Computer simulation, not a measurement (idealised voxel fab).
Herein follows the process module entitled voxel gate over fins.
The cross-section shown here is cut; it is 265 nm wide and divided into square cells measuring 5 nm on a side.
Cross-section layout: square cells on a grid; listed as bands, top to bottom; a band spans one or more cell rows.
Each band's line starts with the height of the band's top and of its bottom, in nm. Then come its materials from left to right, each with its width in nm. One material with "everywhere" fills the band from edge to edge. "air" is empty space.
Heights are expressed relative to 0, this being the level below which the as-received wafer comprises one material exclusively. The lowest band is unbounded in the downward direction and is denoted as in "from 0 down".
Width: "30 to 40" (first number = top row, second number = bottom row, same change from row to row of cells).
It should be understood that the words "nothing changed", when stated for a given step, signify that the cross-section underwent no change in any of its cells during that step.
The label "Voids, fully enclosed" introduces a list of the empty spaces, 8 cells or larger, that have no open way up to the top; each entry in it reads width x height at distance, where the distance is taken from the left edge and all three are stated in nm.
Formally, on a step line, whatever follows the settings is a remark that the simulator itself makes on the step.
overlay nm: mask right of planned place by this much (step with mask). Neg. = left.

# Steps in the process plan
- 1: RECEIVE,material Si
- 2: CONFORMAL_DEP,material SiN,thk nm 10
- 3: DIRECTIONAL_DEP,material aC,thk nm 10
- 4: PATTERN,tone cover,mask id FINS,material resist,width nm 15,pitch nm 50,thk nm 30,overlay nm 0
- 5: DIRECTIONAL_ETCH,etch materials aC,depth nm 10
- 6: STRIP,etch materials resist
- 7: DIRECTIONAL_ETCH,etch materials SiN,depth nm 10
- 8: DIRECTIONAL_ETCH,etch materials Si,depth nm 40
- 9: STRIP,etch materials aC
- 10: FILL_DEP,material SiO2,thk nm 15
- 11: CMP,height nm 10
- 12: PATTERN,tone open,mask id RAIL,material resist,width nm 15,thk nm 15,overlay nm 0
- 13: DIRECTIONAL_ETCH,etch materials SiO2,depth nm 45
- 14: STRIP,etch materials resist
- 15: CONFORMAL_DEP,material TiN,thk nm 5
- 16: FILL_DEP,material W,thk nm 10
- 17: CMP,height nm 10
- 18: SELECTIVE_ETCH,etch materials W Ru TiN,depth nm 25
- 19: FILL_DEP,material SiO2,thk nm 5
- 20: CMP,height nm 10
- 21: SELECTIVE_ETCH,etch materials SiO2,depth nm 20
- 22: STRIP,etch materials SiN
- 23: CONFORMAL_DEP,material HfO2,thk nm 5
- 24: CONFORMAL_DEP,material TiN,thk nm 5
- 25: CONFORMAL_DEP,material TiAl,thk nm 5
- 26: CONFORMAL_DEP,material TiN,thk nm 5
- 27: FILL_DEP,material W,thk nm 10
- 28: CMP,height nm 25
- 29: CONFORMAL_DEP,material SiCN,thk nm 10

# Concerning the first of two wafers, which was run in accordance with the plan

# Wafer at receipt (post step 1), cross-section
    from 0 down: Si everywhere
    Voids, fully enclosed: none

# After step 2, in cross-section
    from 10 to 0: SiN everywhere
    Nothing below the height 0 has changed.

# After step 3, in cross-section
    from 20 to 10: aC everywhere
    Nothing below the height 10 has changed.

# After step 4, in cross-section
    from 50 to 20: air: 100  resist: 15  air: 35  resist: 15  air: 100
    Nothing below the height 20 has changed.

# After step 5, in cross-section
    from 40 to 20: air: 100  resist: 15  air: 35  resist: 15  air: 100
    from 20 to 10: air: 100  aC: 15  air: 35  aC: 15  air: 100
    Nothing below the height 10 has changed.

# After step 6, in cross-section
    from 20 to 10: air: 100  aC: 15  air: 35  aC: 15  air: 100
    Nothing below the height 10 has changed.

# After step 7, in cross-section
    from 20 to 10: air: 100  aC: 15  air: 35  aC: 15  air: 100
    from 10 to 0: air: 100  SiN: 15  air: 35  SiN: 15  air: 100
    Nothing below the height 0 has changed.

# After step 8, in cross-section
    from 20 to 10: air: 100  aC: 15  air: 35  aC: 15  air: 100
    from 10 to 0: air: 100  SiN: 15  air: 35  SiN: 15  air: 100
    from 0 to -40: air: 100  Si: 15  air: 35  Si: 15  air: 100
    Nothing below the height -40 has changed.

# After step 9, in cross-section
    from 10 to 0: air: 100  SiN: 15  air: 35  SiN: 15  air: 100
    Nothing below the height 0 has changed.

# After step 10, in cross-section
    from 25 to 10: SiO2 everywhere
    from 10 to 0: SiO2: 100  SiN: 15  SiO2: 35  SiN: 15  SiO2: 100
    from 0 to -40: SiO2: 100  Si: 15  SiO2: 35  Si: 15  SiO2: 100
    Nothing below the height -40 has changed.

# After step 11, in cross-section
    from 10 to 0: SiO2: 100  SiN: 15  SiO2: 35  SiN: 15  SiO2: 100
    Nothing below the height 0 has changed.

# After step 12, in cross-section
    from 25 to 10: resist: 125  air: 15  resist: 125
    Nothing below the height 10 has changed.

# After step 13, in cross-section
    from 25 to 10: resist: 125  air: 15  resist: 125
    from 10 to 0: SiO2: 100  SiN: 15  SiO2: 10  air: 15  SiO2: 10  SiN: 15  SiO2: 100
    from 0 to -35: SiO2: 100  Si: 15  SiO2: 10  air: 15  SiO2: 10  Si: 15  SiO2: 100
    Nothing below the height -35 has changed.

# After step 14, in cross-section
    from 10 to 0: SiO2: 100  SiN: 15  SiO2: 10  air: 15  SiO2: 10  SiN: 15  SiO2: 100
    Nothing below the height 0 has changed.

# After step 15, in cross-section
    from 15 to 10: TiN: 130  air: 5  TiN: 130
    from 10 to 0: SiO2: 100  SiN: 15  SiO2: 10  TiN: 5  air: 5  TiN: 5  SiO2: 10  SiN: 15  SiO2: 100
    from 0 to -30: SiO2: 100  Si: 15  SiO2: 10  TiN: 5  air: 5  TiN: 5  SiO2: 10  Si: 15  SiO2: 100
    from -30 to -35: SiO2: 100  Si: 15  SiO2: 10  TiN: 15  SiO2: 10  Si: 15  SiO2: 100
    Nothing below the height -35 has changed.

# After step 16, in cross-section
    from 25 to 15: W everywhere
    from 15 to 10: TiN: 130  W: 5  TiN: 130
    from 10 to 0: SiO2: 100  SiN: 15  SiO2: 10  TiN: 5  W: 5  TiN: 5  SiO2: 10  SiN: 15  SiO2: 100
    from 0 to -30: SiO2: 100  Si: 15  SiO2: 10  TiN: 5  W: 5  TiN: 5  SiO2: 10  Si: 15  SiO2: 100
    Nothing below the height -30 has changed.

# After step 17, in cross-section
    from 10 to 0: SiO2: 100  SiN: 15  SiO2: 10  TiN: 5  W: 5  TiN: 5  SiO2: 10  SiN: 15  SiO2: 100
    Nothing below the height 0 has changed.

# After step 18, in cross-section
    from 10 to 0: SiO2: 100  SiN: 15  SiO2: 10  air: 15  SiO2: 10  SiN: 15  SiO2: 100
    from 0 to -15: SiO2: 100  Si: 15  SiO2: 10  air: 15  SiO2: 10  Si: 15  SiO2: 100
    Nothing below the height -15 has changed.

# After step 19, in cross-section
    from 15 to 10: SiO2 everywhere
    from 10 to 0: SiO2: 100  SiN: 15  SiO2: 35  SiN: 15  SiO2: 100
    from 0 to -15: SiO2: 100  Si: 15  SiO2: 35  Si: 15  SiO2: 100
    Nothing below the height -15 has changed.

# After step 20, in cross-section
    from 10 to 0: SiO2: 100  SiN: 15  SiO2: 35  SiN: 15  SiO2: 100
    Nothing below the height 0 has changed.

# After step 21, in cross-section
    from 10 to 0: air: 100  SiN: 15  air: 35  SiN: 15  air: 100
    from 0 to -10: air: 100  Si: 15  air: 35  Si: 15  air: 100
    Nothing below the height -10 has changed.

# After step 22, in cross-section
    from 0 to -10: air: 100  Si: 15  air: 35  Si: 15  air: 100
    Nothing below the height -10 has changed.

# After step 23, in cross-section
    from 5 to 0: air: 95  HfO2: 25  air: 25  HfO2: 25  air: 95
    from 0 to -5: air: 95  HfO2: 5  Si: 15  HfO2: 5  air: 25  HfO2: 5  Si: 15  HfO2: 5  air: 95
    from -5 to -10: HfO2: 100  Si: 15  HfO2: 35  Si: 15  HfO2: 100
    Nothing below the height -10 has changed.

# After step 24, in cross-section
    from 10 to 5: air: 90  TiN: 35  air: 15  TiN: 35  air: 90
    from 5 to 0: air: 90  TiN: 5  HfO2: 25  TiN: 5  air: 15  TiN: 5  HfO2: 25  TiN: 5  air: 90
    from 0 to -5: TiN: 95  HfO2: 5  Si: 15  HfO2: 5  TiN: 25  HfO2: 5  Si: 15  HfO2: 5  TiN: 95
    Nothing below the height -5 has changed.

# After step 25, in cross-section
    from 15 to 10: air: 85  TiAl: 45  air: 5  TiAl: 45  air: 85
    from 10 to 5: air: 85  TiAl: 5  TiN: 35  TiAl: 5  air: 5  TiAl: 5  TiN: 35  TiAl: 5  air: 85
    from 5 to 0: TiAl: 90  TiN: 5  HfO2: 25  TiN: 5  TiAl: 15  TiN: 5  HfO2: 25  TiN: 5  TiAl: 90
    Nothing below the height 0 has changed.

# After step 26, in cross-section
    from 20 to 15: air: 80  TiN: 105  air: 80
    from 15 to 10: air: 80  TiN: 5  TiAl: 45  TiN: 5  TiAl: 45  TiN: 5  air: 80
    from 10 to 5: TiN: 85  TiAl: 5  TiN: 35  TiAl: 5  TiN: 5  TiAl: 5  TiN: 35  TiAl: 5  TiN: 85
    Nothing below the height 5 has changed.

# After step 27, in cross-section
    from 30 to 20: W everywhere
    from 20 to 15: W: 80  TiN: 105  W: 80
    from 15 to 10: W: 80  TiN: 5  TiAl: 45  TiN: 5  TiAl: 45  TiN: 5  W: 80
    Nothing below the height 10 has changed.

# After step 28, in cross-section
    from 25 to 20: W everywhere
    Nothing below the height 20 has changed.

# After step 29, in cross-section
    from 35 to 25: SiCN everywhere
    Nothing below the height 25 has changed.

# Wafer two. Identical start, identical plan. One mistake in execution. Identical history through step 11

# Cross-section of the second wafer at the time step 12 of the plan should have ended
    from 25 to 10: air: 125  resist: 15  air: 125
    Nothing below the height 10 has changed.

# Cross-section of the second wafer at the time step 13 of the plan should have ended
    from 25 to 10: air: 125  resist: 15  air: 125
    from 10 to 0: air: 100  SiN: 15  air: 10  SiO2: 15  air: 10  SiN: 15  air: 100
    from 0 to -35: air: 100  Si: 15  air: 10  SiO2: 15  air: 10  Si: 15  air: 100
    Nothing below the height -35 has changed.

# Cross-section of the second wafer at the time step 14 of the plan should have ended
    from 10 to 0: air: 100  SiN: 15  air: 10  SiO2: 15  air: 10  SiN: 15  air: 100
    Nothing below the height 0 has changed.

# Cross-section of the second wafer at the time step 15 of the plan should have ended
    from 15 to 10: air: 95  TiN: 75  air: 95
    from 10 to 0: air: 95  TiN: 5  SiN: 15  TiN: 10  SiO2: 15  TiN: 10  SiN: 15  TiN: 5  air: 95
    from 0 to -30: air: 95  TiN: 5  Si: 15  TiN: 10  SiO2: 15  TiN: 10  Si: 15  TiN: 5  air: 95
    from -30 to -35: TiN: 100  Si: 15  TiN: 10  SiO2: 15  TiN: 10  Si: 15  TiN: 100
    Nothing below the height -35 has changed.

# Cross-section of the second wafer at the time step 16 of the plan should have ended
    from 25 to 15: W everywhere
    from 15 to 10: W: 95  TiN: 75  W: 95
    from 10 to 0: W: 95  TiN: 5  SiN: 15  TiN: 10  SiO2: 15  TiN: 10  SiN: 15  TiN: 5  W: 95
    from 0 to -30: W: 95  TiN: 5  Si: 15  TiN: 10  SiO2: 15  TiN: 10  Si: 15  TiN: 5  W: 95
    Nothing below the height -30 has changed.

# Cross-section of the second wafer at the time step 17 of the plan should have ended
    from 10 to 0: W: 95  TiN: 5  SiN: 15  TiN: 10  SiO2: 15  TiN: 10  SiN: 15  TiN: 5  W: 95
    Nothing below the height 0 has changed.

# Cross-section of the second wafer at the time step 18 of the plan should have ended
    from 10 to 0: air: 100  SiN: 15  air: 10  SiO2: 15  air: 10  SiN: 15  air: 100
    from 0 to -15: air: 100  Si: 15  air: 10  SiO2: 15  air: 10  Si: 15  air: 100
    Nothing below the height -15 has changed.

# Cross-section of the second wafer at the time step 19 of the plan should have ended
    from 15 to 10: SiO2 everywhere
    from 10 to 0: SiO2: 100  SiN: 15  SiO2: 35  SiN: 15  SiO2: 100
    from 0 to -15: SiO2: 100  Si: 15  SiO2: 35  Si: 15  SiO2: 100
    Nothing below the height -15 has changed.

# Cross-section of the second wafer at the time step 20 of the plan should have ended
    from 10 to 0: SiO2: 100  SiN: 15  SiO2: 35  SiN: 15  SiO2: 100
    Nothing below the height 0 has changed.

# Cross-section of the second wafer at the time step 21 of the plan should have ended
    from 10 to 0: air: 100  SiN: 15  air: 35  SiN: 15  air: 100
    from 0 to -10: air: 100  Si: 15  air: 35  Si: 15  air: 100
    Nothing below the height -10 has changed.

# Cross-section of the second wafer at the time step 22 of the plan should have ended
    from 0 to -10: air: 100  Si: 15  air: 35  Si: 15  air: 100
    Nothing below the height -10 has changed.

# Cross-section of the second wafer at the time step 23 of the plan should have ended
    from 5 to 0: air: 95  HfO2: 25  air: 25  HfO2: 25  air: 95
    from 0 to -5: air: 95  HfO2: 5  Si: 15  HfO2: 5  air: 25  HfO2: 5  Si: 15  HfO2: 5  air: 95
    from -5 to -10: HfO2: 100  Si: 15  HfO2: 35  Si: 15  HfO2: 100
    Nothing below the height -10 has changed.

# Cross-section of the second wafer at the time step 24 of the plan should have ended
    from 10 to 5: air: 90  TiN: 35  air: 15  TiN: 35  air: 90
    from 5 to 0: air: 90  TiN: 5  HfO2: 25  TiN: 5  air: 15  TiN: 5  HfO2: 25  TiN: 5  air: 90
    from 0 to -5: TiN: 95  HfO2: 5  Si: 15  HfO2: 5  TiN: 25  HfO2: 5  Si: 15  HfO2: 5  TiN: 95
    Nothing below the height -5 has changed.

# Cross-section of the second wafer at the time step 25 of the plan should have ended
    from 15 to 10: air: 85  TiAl: 45  air: 5  TiAl: 45  air: 85
    from 10 to 5: air: 85  TiAl: 5  TiN: 35  TiAl: 5  air: 5  TiAl: 5  TiN: 35  TiAl: 5  air: 85
    from 5 to 0: TiAl: 90  TiN: 5  HfO2: 25  TiN: 5  TiAl: 15  TiN: 5  HfO2: 25  TiN: 5  TiAl: 90
    Nothing below the height 0 has changed.

# Cross-section of the second wafer at the time step 26 of the plan should have ended
    from 20 to 15: air: 80  TiN: 105  air: 80
    from 15 to 10: air: 80  TiN: 5  TiAl: 45  TiN: 5  TiAl: 45  TiN: 5  air: 80
    from 10 to 5: TiN: 85  TiAl: 5  TiN: 35  TiAl: 5  TiN: 5  TiAl: 5  TiN: 35  TiAl: 5  TiN: 85
    Nothing below the height 5 has changed.

# Cross-section of the second wafer at the time step 27 of the plan should have ended
    from 30 to 20: W everywhere
    from 20 to 15: W: 80  TiN: 105  W: 80
    from 15 to 10: W: 80  TiN: 5  TiAl: 45  TiN: 5  TiAl: 45  TiN: 5  W: 80
    Nothing below the height 10 has changed.

# Cross-section of the second wafer at the time step 28 of the plan should have ended
    from 25 to 20: W everywhere
    Nothing below the height 20 has changed.

# Cross-section of the second wafer at the time step 29 of the plan should have ended
    from 35 to 25: SiCN everywhere
    Nothing below the height 25 has changed.
The plan and the run diverged here: for step 12, the planned setting was not used; the step was instead run as PATTERN,tone cover,mask id RAIL,material resist,width nm 15,thk nm 15,overlay nm 0
Final comparison by cell count, materials where the second wafer has more or fewer than the first: SiO2: 164 fewer | TiN: 53 more | W: 111 more
